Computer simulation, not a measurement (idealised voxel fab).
Proc. module: voxel tone inversion
The cross-section shown here is cut; it is 285 nm wide and divided into square cells measuring 5 nm on a side.
In what follows, cross-sections appear as grids of square cells, described through bands that run from the top down, where every band is one or more rows of cells.
Heights first: top, then bottom, in nm. Then materials, left to right, each with a width in nm. "all across" on a single material: fills the band edge to edge. "empty": empty space.
Where do heights start? At 0: under that level the wafer as delivered is made of one material only. And the lowest band has no floor; it just carries on downward, as in "0 nm and below".
Per-row width for "30..40": begins at first number (top row of band), ends at second number (bottom row), increment between rows held constant.
What does "no alteration" mean for a step? It means no cell of the cross-section changed in that step.
This entry, "Closed internal cavities", enumerates those empty regions of no fewer than 8 cells that possess no open connection to the top. Each region is reported in the form width x height at distance, the distance being taken from the left edge, with all three quantities expressed in nm.
Step line, after settings: the simulator's comment on this step.
Each step line may optionally specify "overlay nm", which for a step with a mask gives the rightward distance between the mask's planned place and where it lay, a negative value indicating the leftward direction.
-- So here's the lineup of process steps we planned
1,RECEIVE, material Si
2,CONFORMAL_DEP, material SiN, thk nm 5
3,DIRECTIONAL_DEP, material aC, thk nm 20
4,PATTERN, tone cover, mask id POSTS, material resist, width nm 15, pitch nm 45, thk nm 30, overlay nm 0
5,DIRECTIONAL_ETCH, etch materials aC, depth nm 20
6,STRIP, etch materials resist
7,FILL_DEP, material lowk, thk nm 10
8,CMP, height nm 25
9,STRIP, etch materials aC
-- Cross-section, incoming material, after step 1
0 nm and below = Si all across
Closed internal cavities: none
-- Wafer cross-section at module end: first of two, run to plan
25 nm to 5 nm = lowk=110 | empty=15 | lowk=30 | empty=15 | lowk=115
5 nm to 0 nm = SiN all across
0 nm and below = Si all across
Closed internal cavities: none
-- So this is wafer number two of the two, cut at the end of the module - it started where the first did and had the same plan, we just got one thing wrong running it
25 nm to 5 nm = lowk=100 | empty=15 | lowk=30 | empty=15 | lowk=125
5 nm to 0 nm = SiN all across
0 nm and below = Si all across
Closed internal cavities: none
Want to know what went wrong? the process deviated at step 4: the operation and settings actually run there were PATTERN, tone cover, mask id POSTS, material resist, width nm 15, pitch nm 45, thk nm 30, overlay nm -10
By the end, you'd get the same cell count for each material on either wafer, but the second wafer puts them somewhere else.
